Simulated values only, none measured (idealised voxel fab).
Module name: voxel self aligned vias (process module)
Cross-section cut: width 235 nm, square cells of 5 nm.
If you're reading a cross-section in this doc, picture square cells in a grid; it comes to you as bands, top ones listed first down to the bottom, and a band can be one or more rows of cells.
Read a band's entry like this: the first values are the height of its top and the height of its bottom in nm, and what follows is the sequence of materials from left to right, each with its width in nm. Note that "air" is empty space, and that a single material marked "full width" reaches across the band from edge to edge.
The level at which height equals 0 is the one under which the wafer, as it arrives, is entirely one material. No lower edge exists for the bottom band, which continues downward and is notated as in "0..down".
When a width is written as two numbers, as in "30..40", the first number is the width in the top row of cells of the band and the second is the width in its bottom row, and the width changes by the same amount from each row to the next.
Step marked "remained unchanged"? Then no cell in the cross-section changed in it.
So "Closed void list" is basically the list of trapped voids: any empty space of 8 cells or more that can't reach the top through an opening. They're written width x height at distance, the distance being from the left edge, and it's all nm.
If you see something after the settings on a step's line, that's the simulator's own remark about that step.
Regarding "overlay nm": on a step with a mask, it is the distance the mask lay to the right of its planned place; a negative value places it to the left.

**Here's what the planned process steps look like**
- 1: RECEIVE (material Si)
- 2: CONFORMAL_DEP (material SiO2; thk nm 10)
- 3: CONFORMAL_DEP (material SiCN; thk nm 5)
- 4: DIRECTIONAL_DEP (material SiO2; thk nm 20)
- 5: PATTERN (tone open; mask id LINES; material resist; width nm 20; pitch nm 60; thk nm 20; overlay nm 0)
- 6: DIRECTIONAL_ETCH (etch materials SiO2; depth nm 20)
- 7: STRIP (etch materials resist)
- 8: CONFORMAL_DEP (material TiN; thk nm 5)
- 9: FILL_DEP (material Ru; thk nm 5)
- 10: CMP (height nm 35)
- 11: SELECTIVE_ETCH (etch materials W Ru TiN; depth nm 10)
- 12: FILL_DEP (material SiN; thk nm 5)
- 13: CMP (height nm 35)
- 14: DIRECTIONAL_DEP (material SiO2; thk nm 20)
- 15: DIRECTIONAL_DEP (material aC; thk nm 15)
- 16: PATTERN (tone open; mask id VIAS; material resist; width nm 30; thk nm 35; overlay nm 0)
- 17: DIRECTIONAL_ETCH (etch materials aC; depth nm 15)
- 18: STRIP (etch materials resist)
- 19: DIRECTIONAL_ETCH (etch materials SiO2; depth nm 20)
- 20: DIRECTIONAL_ETCH (etch materials SiN; depth nm 10)
- 21: STRIP (etch materials aC)
- 22: CONFORMAL_DEP (material TiN; thk nm 5)
- 23: FILL_DEP (material Ru; thk nm 5)
- 24: CMP (height nm 55)
- 25: CONFORMAL_DEP (material SiN; thk nm 5)

**Here's what the wafer looked like in cross-section when it arrived - that's after step 1**
> 0..down = Si full width
> Closed void list: none

**Starting structure and process plan are as shown above, but one mistake was made in running the module; the wafer cross-section at the end of the module follows**
> 60..55 = SiN full width
> 55..40 = SiO2 70 nm, TiN 5 nm, Ru 20 nm, TiN 5 nm, SiO2 135 nm
> 40..35 = SiO2 70 nm, TiN 30 nm, SiO2 135 nm
> 35..25 = SiN 70 nm, TiN 5 nm, SiO2 20 nm, TiN 5 nm, SiN 35 nm, SiO2 20 nm, SiN 80 nm
> 25..20 = Ru 70 nm, TiN 5 nm, SiO2 20 nm, TiN 5 nm, Ru 30 nm, TiN 5 nm, SiO2 20 nm, TiN 5 nm, Ru 75 nm
> 20..15 = TiN 75 nm, SiO2 20 nm, TiN 40 nm, SiO2 20 nm, TiN 80 nm
> 15..10 = SiCN full width
> 10..0 = SiO2 full width
> 0..down = Si full width
> Closed void list: none
Which mistake was made when the wafer was run? step 5 did not happen as planned, as run it was PATTERN (tone cover; mask id LINES; material resist; width nm 20; pitch nm 60; thk nm 20; overlay nm 0)
